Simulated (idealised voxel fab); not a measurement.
You're looking at the process module voxel ribs on slabs.
Xsec cut, 180 nm wide, square cell size 5 nm.
Format of a cross-section: grid, square cells. Given as bands. Order: top down. Band: one or more rows of cells. It is stipulated that each band's entry specify, in nanometres, the height of the top of the band and then that of its bottom, followed by the materials of the band in left-to-right sequence, each together with its width in nanometres. A single material marked by the word "throughout" is understood to fill the band from edge to edge; the word "air" is understood to denote empty space. Below 0: as-received wafer, all one material; heights counted from there. Lowest band: no bottom, goes on down, written "0 and below". The expression "30->40" gives the width at the extremes of the band, the first number at its top row of cells and the second at its bottom row, with the width changing by equal amounts from each row to the next in between. Step marked "remains unaltered"? Then no cell in the cross-section changed in it. "Enclosed void entries": sealed empty spaces, 8 cells or more, no open way to top, listed width x height at distance, with distance from the left edge and width, height and distance in nm. Where a step's line continues beyond its settings, the continuation is a remark by the simulator itself on that step. Among the settings permitted on a step's line is "overlay nm"; applied to a step with a mask, it specifies the extent to which the mask lay to the right of its planned position, whereas a negative figure signifies a position to the left.
**The process steps that were planned are listed below**
1,RECEIVE with material Si
2,DIRECTIONAL_DEP with material SiO2, thk nm 30
3,DIRECTIONAL_DEP with material SiN, thk nm 20
4,DIRECTIONAL_DEP with material aC, thk nm 15
5,PATTERN with tone cover, mask id RIB, material resist, width nm 25, thk nm 30, overlay nm 0
6,DIRECTIONAL_ETCH with etch materials aC, depth nm 15
7,STRIP with etch materials resist
8,DIRECTIONAL_ETCH with etch materials SiN, depth nm 10
9,STRIP with etch materials aC
10,DIRECTIONAL_DEP with material aC, thk nm 15
11,PATTERN with tone cover, mask id SLAB, material resist, width nm 75, thk nm 30, overlay nm 0
12,DIRECTIONAL_ETCH with etch materials aC, depth nm 15
13,STRIP with etch materials resist
14,DIRECTIONAL_ETCH with etch materials SiN, depth nm 10
15,STRIP with etch materials aC
16,FILL_DEP with material SiO2, thk nm 25
17,CMP with height nm 65
18,DIRECTIONAL_DEP with material W, thk nm 5
19,PATTERN with tone cover, mask id HEATER, material resist, width nm 35, thk nm 15, overlay nm 0
20,DIRECTIONAL_ETCH with etch materials W, depth nm 5
21,STRIP with etch materials resist
22,CONFORMAL_DEP with material SiO2, thk nm 10
**As-received wafer cross-section (after step 1)**
> 0 and below  Si throughout
> Enclosed void entries: none
**First of two wafers at the end of the module, shown in cross-section; run carried out as planned**
> 80 down to 75  60 air / 55 SiO2 / 65 air
> 75 down to 70  SiO2 throughout
> 70 down to 65  70 SiO2 / 35 W / 75 SiO2
> 65 down to 50  SiO2 throughout
> 50 down to 40  75 SiO2 / 25 SiN / 80 SiO2
> 40 down to 30  50 SiO2 / 75 SiN / 55 SiO2
> 30 down to 0  SiO2 throughout
> 0 and below  Si throughout
> Enclosed void entries: none
**Second of two wafers, module complete, sectioned: it shares the first wafer's start and plan but was run with one mistake**
> 80 down to 75  60 air / 55 SiO2 / 65 air
> 75 down to 70  SiO2 throughout
> 70 down to 65  70 SiO2 / 35 W / 75 SiO2
> 65 down to 50  SiO2 throughout
> 50 down to 40  50 SiO2 / 25 SiN / 25 SiO2 / 25 SiN / 55 SiO2
> 40 down to 30  SiN throughout
> 30 down to 0  SiO2 throughout
> 0 and below  Si throughout
> Enclosed void entries: none
What broke from the plan during processing? step 5 ran as: PATTERN with tone open, mask id RIB, material resist, width nm 25, thk nm 30, overlay nm 0
In the final state, the cell counts of the second wafer exceed or fall short of those of the first for the following materials: 52 more of SiN, 52 fewer of SiO2
